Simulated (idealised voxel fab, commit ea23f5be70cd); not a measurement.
Presented below is a process module, voxel capacitor over wiring.
The width of the displayed cross-section, cut, is 270 nm; its cells are square, with a size of 5 nm.
When this document writes out a cross-section, it uses a grid of square cells and lists it as bands, beginning at the top and moving down, with a band standing for one or more rows of cells. The band entry comprises the height of the band's top followed by the height of its bottom, expressed in nm, and subsequently the band's materials from left to right, each stated together with its width in nm. Where a single material is marked with the word "throughout", that material fills the band from edge to edge. The word "air" represents empty space. A quick word on heights: they are counted from 0, and under that level the wafer as it came to us is one material throughout. The lowest band is different from the rest in having no bottom; it simply continues downward, written as in "0 and below". Note: "30..40" means the width goes from the first number (top row of the band) to the second number (bottom row) in equal steps per row of cells. "nothing different" (step): cross-section cells unchanged, all of them. Closed empty spaces (no open way to the top) of 8 cells or more are what "Sealed void listing" lists, each as width x height at distance from the left edge, nm for all three. Heads up: the bit after the settings on a step's line is the simulator's remark on that step. "overlay nm", when on a step's line for a step with a mask, measures how far to the right of its planned place the mask lay; a negative measure means to the left.
### plan
1 op RECEIVE | material Si
2 op CONFORMAL_DEP | material SiO2 | thk nm 15
3 op CONFORMAL_DEP | material SiN | thk nm 5
4 op DIRECTIONAL_DEP | material lowk | thk nm 15
5 op PATTERN | tone open | mask id METAL_1 | material resist | width nm 25 | pitch nm 85 | thk nm 15 | overlay nm 0
6 op DIRECTIONAL_ETCH | etch materials lowk | depth nm 15
7 op DIRECTIONAL_ETCH | etch materials SiN | depth nm 5
8 op STRIP | etch materials resist
9 op CONFORMAL_DEP | material TiN | thk nm 5
10 op FILL_DEP | material Cu | thk nm 10
11 op CMP | height nm 35
12 op CONFORMAL_DEP | material SiCN | thk nm 5
13 op DIRECTIONAL_DEP | material lowk | thk nm 20
14 op PATTERN | tone open | mask id PLUG_1 | material resist | width nm 15 | thk nm 15 | overlay nm 0
15 op DIRECTIONAL_ETCH | etch materials lowk | depth nm 20
16 op DIRECTIONAL_ETCH | etch materials SiCN | depth nm 5
17 op STRIP | etch materials resist
18 op EPI | material Ru | thk nm 10
19 op EPI | material Ru | thk nm 10
20 op EPI | material Ru | thk nm 5
21 op DIRECTIONAL_DEP | material TiN | thk nm 5
22 op DIRECTIONAL_DEP | material HfO2 | thk nm 5
23 op DIRECTIONAL_DEP | material TiN | thk nm 10
24 op DIRECTIONAL_DEP | material aC | thk nm 10
25 op PATTERN | tone cover | mask id UPPER_PLATE | material resist | width nm 65 | thk nm 30 | overlay nm 0
26 op DIRECTIONAL_ETCH | etch materials aC | depth nm 10
27 op STRIP | etch materials resist
28 op DIRECTIONAL_ETCH | etch materials TiN | depth nm 10
29 op DIRECTIONAL_ETCH | etch materials HfO2 | depth nm 5
30 op STRIP | etch materials aC
31 op DIRECTIONAL_DEP | material aC | thk nm 15
32 op PATTERN | tone cover | mask id LOWER_PLATE | material resist | width nm 75 | thk nm 35 | overlay nm 0
33 op DIRECTIONAL_ETCH | etch materials aC | depth nm 15
34 op STRIP | etch materials resist
35 op DIRECTIONAL_ETCH | etch materials TiN | depth nm 5
36 op STRIP | etch materials aC
37 op FILL_DEP | material SiO2 | thk nm 20
38 op CMP | height nm 95
39 op DIRECTIONAL_DEP | material aC | thk nm 10
40 op PATTERN | tone open | mask id PLUG_2 | material resist | width nm 15 | thk nm 25 | overlay nm 0
41 op DIRECTIONAL_ETCH | etch materials aC | depth nm 10
42 op STRIP | etch materials resist
43 op DIRECTIONAL_ETCH | etch materials SiO2 | depth nm 15
44 op STRIP | etch materials aC
45 op CONFORMAL_DEP | material TiN | thk nm 5
46 op FILL_DEP | material Cu | thk nm 5
47 op CMP | height nm 95
48 op CONFORMAL_DEP | material SiCN | thk nm 5
Keep in mind the plan's value for the thk nm of step 48 comes from the first wafer; the wafers don't share that setting, but they do share the same starting point.
### After step 1, as received: first of several wafers, cross-section
0 and below  Si throughout
Sealed void listing: none
### Below is a per-wafer table. In it, each row describes the wafer at the end of the module by giving, for each material, the number of cells gained (+) or lost (-) since the wafer was received, and after that the closed voids of the wafer
thk nm 5 | +20 Cu | +13 HfO2 | +15 Ru | +105 SiCN | +44 SiN | +477 SiO2 | +70 TiN | +336 lowk | Sealed void listing: none
thk nm 10 | +20 Cu | +13 HfO2 | +15 Ru | +159 SiCN | +44 SiN | +477 SiO2 | +70 TiN | +336 lowk | Sealed void listing: none
thk nm 15 | +20 Cu | +13 HfO2 | +15 Ru | +213 SiCN | +44 SiN | +477 SiO2 | +70 TiN | +336 lowk | Sealed void listing: none
thk nm 20 | +20 Cu | +13 HfO2 | +15 Ru | +267 SiCN | +44 SiN | +477 SiO2 | +70 TiN | +336 lowk | Sealed void listing: none
